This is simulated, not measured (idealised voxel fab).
Proc. module: voxel plated lines
This is section cut - it's 265 nm across, gridded in 5 nm square cells.
In this document a cross-section is written as a grid of square cells. It is given as a series of bands, listed from the top down, and a band is one or more rows of cells.
Heads up on the band format: heights come first, top then bottom, in nm. After that it's the materials left to right, each with its width in nm. A single material flagged "everywhere" fills the whole band edge to edge, and "air" means there's empty space there.
Heights are reckoned from 0. Under this level, the received wafer is all of one material. The bottommost band is open-ended downward, for example "top 0, no bottom".
You'd read "30..40" like this: the band's top row of cells is as wide as the first number, its bottom row is as wide as the second, and going down, every row changes width by the same amount as the row before did.
Where a step carries "no alterations made", the cross-section came out of it unchanged, cell for cell.
"Cavities, sealed" specifies each empty space that is not open to the top and that occupies no fewer than 8 cells, using the form width x height at distance, the distance measured from the left edge and all three quantities in nm.
Heads up: the bit after the settings on a step's line is the simulator's remark on that step.
Among the settings permitted on a step's line is "overlay nm"; applied to a step with a mask, it specifies the extent to which the mask lay to the right of its planned position, whereas a negative figure signifies a position to the left.
The process steps that were planned are listed below
1,RECEIVE,material Si
2,CONFORMAL_DEP,material SiO2,thk nm 5
3,DIRECTIONAL_DEP,material TiN,thk nm 5
4,PATTERN,tone open,mask id LINES,material resist,width nm 30,pitch nm 60,thk nm 30,overlay nm 0
5,EPI,material Ru,thk nm 10
6,EPI,material Ru,thk nm 10
7,STRIP,etch materials resist
8,DIRECTIONAL_ETCH,etch materials TiN,depth nm 5
9,CONFORMAL_DEP,material SiO2,thk nm 10
First wafer out of two, processed as planned
Wafer at receipt (post step 1), cross-section
top 0, no bottom  Si everywhere
Cavities, sealed: none
Step 2 done - wafer cross-section
top 5, bottom 0  SiO2 everywhere
For the remainder of the cross-section, below 0, there is no change.
Step 3 done - wafer cross-section
top 10, bottom 5  TiN everywhere
For the remainder of the cross-section, below 5, there is no change.
Step 4 done - wafer cross-section
top 40, bottom 10  resist (85), air (30), resist (30), air (30), resist (90)
For the remainder of the cross-section, below 10, there is no change.
Step 5 done - wafer cross-section
top 40, bottom 20  resist (85), air (30), resist (30), air (30), resist (90)
top 20, bottom 10  resist (85), Ru (30), resist (30), Ru (30), resist (90)
For the remainder of the cross-section, below 10, there is no change.
Step 6 done - wafer cross-section
top 40, bottom 30  resist (85), air (30), resist (30), air (30), resist (90)
top 30, bottom 10  resist (85), Ru (30), resist (30), Ru (30), resist (90)
For the remainder of the cross-section, below 10, there is no change.
Step 7 done - wafer cross-section
top 30, bottom 10  air (85), Ru (30), air (30), Ru (30), air (90)
For the remainder of the cross-section, below 10, there is no change.
Step 8 done - wafer cross-section
top 30, bottom 10  air (85), Ru (30), air (30), Ru (30), air (90)
top 10, bottom 5  air (85), TiN (30), air (30), TiN (30), air (90)
For the remainder of the cross-section, below 5, there is no change.
Step 9 done - wafer cross-section
top 40, bottom 30  air (75), SiO2 (50), air (10), SiO2 (50), air (80)
top 30, bottom 15  air (75), SiO2 (10), Ru (30), SiO2 (10), air (10), SiO2 (10), Ru (30), SiO2 (10), air (80)
top 15, bottom 10  SiO2 (85), Ru (30), SiO2 (30), Ru (30), SiO2 (90)
top 10, bottom 5  SiO2 (85), TiN (30), SiO2 (30), TiN (30), SiO2 (90)
For the remainder of the cross-section, below 5, there is no change.
Second wafer, same starting conditions and recipe as the first, one mistake in executing it, nothing differs from the first up to and including step 4
Second wafer cross-section, taken as of the time the plan sets for step 6 to be done
top 40, bottom 20  resist (85), air (30), resist (30), air (30), resist (90)
top 20, bottom 10  resist (85), Ru (30), resist (30), Ru (30), resist (90)
For the remainder of the cross-section, below 10, there is no change.
Second wafer cross-section, taken as of the time the plan sets for step 7 to be done
top 20, bottom 10  air (85), Ru (30), air (30), Ru (30), air (90)
For the remainder of the cross-section, below 10, there is no change.
Second wafer cross-section, taken as of the time the plan sets for step 8 to be done
top 20, bottom 10  air (85), Ru (30), air (30), Ru (30), air (90)
top 10, bottom 5  air (85), TiN (30), air (30), TiN (30), air (90)
For the remainder of the cross-section, below 5, there is no change.
Second wafer cross-section, taken as of the time the plan sets for step 9 to be done
top 30, bottom 20  air (75), SiO2 (50), air (10), SiO2 (50), air (80)
top 20, bottom 15  air (75), SiO2 (10), Ru (30), SiO2 (10), air (10), SiO2 (10), Ru (30), SiO2 (10), air (80)
top 15, bottom 10  SiO2 (85), Ru (30), SiO2 (30), Ru (30), SiO2 (90)
top 10, bottom 5  SiO2 (85), TiN (30), SiO2 (30), TiN (30), SiO2 (90)
For the remainder of the cross-section, below 5, there is no change.
Error vs. plan: since steps 5 and 6 are all the same, there's no way to know which one of them was skipped, only that one was
Per the end-of-run cell counts, the second wafer holds more or fewer of some materials than the first: -24 Ru; -16 SiO2
